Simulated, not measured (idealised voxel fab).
Process module heading - voxel self aligned vias
This is section cut - it's 185 nm across, gridded in 5 nm square cells.
A cross-section is written here as square cells arranged in a grid, and it is given in bands from the top down, each band taking up one or more rows of cells.
Band: top and bottom heights (nm) first, top before bottom; then materials from left to right, widths in nm. "all across" marks a sole material filling the band edge to edge. "blank" denotes empty space.
Where do heights start? At 0: under that level the wafer as delivered is made of one material only. And the lowest band has no floor; it just carries on downward, as in "0 and below".
Width spec "30->40" -> top row of cells at first value, bottom row at second value, equal per-row change in between.
"no change occurred" means the step left every cell of the cross-section as it was.
Enclosed voids (no open way to top), threshold 8 cells or more, entry "Cavities, sealed", notation width x height at distance, distance from left edge, nm.
That trailing text on a step's line, after the settings, is the simulator's own remark on the step.
The "overlay nm" setting may appear on a step's line; for a step that uses a mask, it gives how far to the right of its planned position the mask lay, and a negative value indicates the left.
## Planned step list for the process
1. RECEIVE with material Si
2. CONFORMAL_DEP with material SiO2, thk nm 15
3. CONFORMAL_DEP with material SiCN, thk nm 5
4. DIRECTIONAL_DEP with material SiO2, thk nm 20
5. DIRECTIONAL_DEP with material aC, thk nm 15
6. PATTERN with tone open, mask id LINES, material resist, width nm 20, pitch nm 70, thk nm 35, overlay nm 0
7. DIRECTIONAL_ETCH with etch materials aC, depth nm 15
8. STRIP with etch materials resist
9. DIRECTIONAL_ETCH with etch materials SiO2, depth nm 20
10. STRIP with etch materials aC
11. CONFORMAL_DEP with material TiN, thk nm 5
12. FILL_DEP with material W, thk nm 5
13. CMP with height nm 40
14. SELECTIVE_ETCH with etch materials W Ru TiN, depth nm 5
15. FILL_DEP with material SiN, thk nm 5
16. CMP with height nm 40
17. DIRECTIONAL_DEP with material SiO2, thk nm 20
18. DIRECTIONAL_DEP with material aC, thk nm 15
19. PATTERN with tone open, mask id VIAS, material resist, width nm 30, thk nm 30, overlay nm 0
20. DIRECTIONAL_ETCH with etch materials aC, depth nm 15
21. STRIP with etch materials resist
22. DIRECTIONAL_ETCH with etch materials SiO2, depth nm 20
23. DIRECTIONAL_ETCH with etch materials SiN, depth nm 5
24. STRIP with etch materials aC
25. CONFORMAL_DEP with material TiN, thk nm 5
26. FILL_DEP with material Cu, thk nm 5
27. CMP with height nm 60
28. CONFORMAL_DEP with material SiCN, thk nm 5
The wafers are alike at the start. At step 19, their width nm differs. The plan lists the first wafer's value.
## Cross-section: the first of several wafers in its as-received state, i.e. following step 1
- 0 and below  Si all across
- Cavities, sealed: none
## Cross-section of the first of several wafers once the module has run through its last step, step 28
- 65 down to 60  SiCN all across
- 60 down to 45  40 nm SiO2 / 5 nm TiN / 20 nm Cu / 5 nm TiN / 115 nm SiO2
- 45 down to 40  40 nm SiO2 / 10 nm TiN / 10 nm Cu / 10 nm TiN / 115 nm SiO2
- 40 down to 35  45 nm SiO2 / 20 nm TiN / 50 nm SiO2 / 20 nm SiN / 50 nm SiO2
- 35 down to 25  45 nm SiO2 / 5 nm TiN / 10 nm W / 5 nm TiN / 50 nm SiO2 / 5 nm TiN / 10 nm W / 5 nm TiN / 50 nm SiO2
- 25 down to 20  45 nm SiO2 / 20 nm TiN / 50 nm SiO2 / 20 nm TiN / 50 nm SiO2
- 20 down to 15  SiCN all across
- 15 down to 0  SiO2 all across
- 0 and below  Si all across
- Cavities, sealed: none
## Cross-section of the final wafer among several, taken at the end of the module
- 65 down to 60  SiCN all across
- 60 down to 45  30 nm SiO2 / 5 nm TiN / 45 nm Cu / 5 nm TiN / 100 nm SiO2
- 45 down to 40  30 nm SiO2 / 20 nm TiN / 10 nm Cu / 25 nm TiN / 100 nm SiO2
- 40 down to 35  45 nm SiO2 / 20 nm TiN / 50 nm SiO2 / 20 nm SiN / 50 nm SiO2
- 35 down to 25  45 nm SiO2 / 5 nm TiN / 10 nm W / 5 nm TiN / 50 nm SiO2 / 5 nm TiN / 10 nm W / 5 nm TiN / 50 nm SiO2
- 25 down to 20  45 nm SiO2 / 20 nm TiN / 50 nm SiO2 / 20 nm TiN / 50 nm SiO2
- 20 down to 15  SiCN all across
- 15 down to 0  SiO2 all across
- 0 and below  Si all across
- Cavities, sealed: none
## Basically each wafer gets a line in the table, showing it at the end of the module: material by material, the cells it gained (+) or lost (-) since we got it, then its closed voids
width nm 30; +14 Cu; +74 SiCN; +4 SiN; +351 SiO2; +30 TiN; +8 W; Cavities, sealed: none
width nm 35; +17 Cu; +74 SiCN; +4 SiN; +347 SiO2; +31 TiN; +8 W; Cavities, sealed: none
width nm 40; +20 Cu; +74 SiCN; +4 SiN; +343 SiO2; +32 TiN; +8 W; Cavities, sealed: none
width nm 45; +23 Cu; +74 SiCN; +4 SiN; +339 SiO2; +33 TiN; +8 W; Cavities, sealed: none
width nm 50; +26 Cu; +74 SiCN; +4 SiN; +335 SiO2; +34 TiN; +8 W; Cavities, sealed: none
width nm 55; +29 Cu; +74 SiCN; +4 SiN; +331 SiO2; +35 TiN; +8 W; Cavities, sealed: none
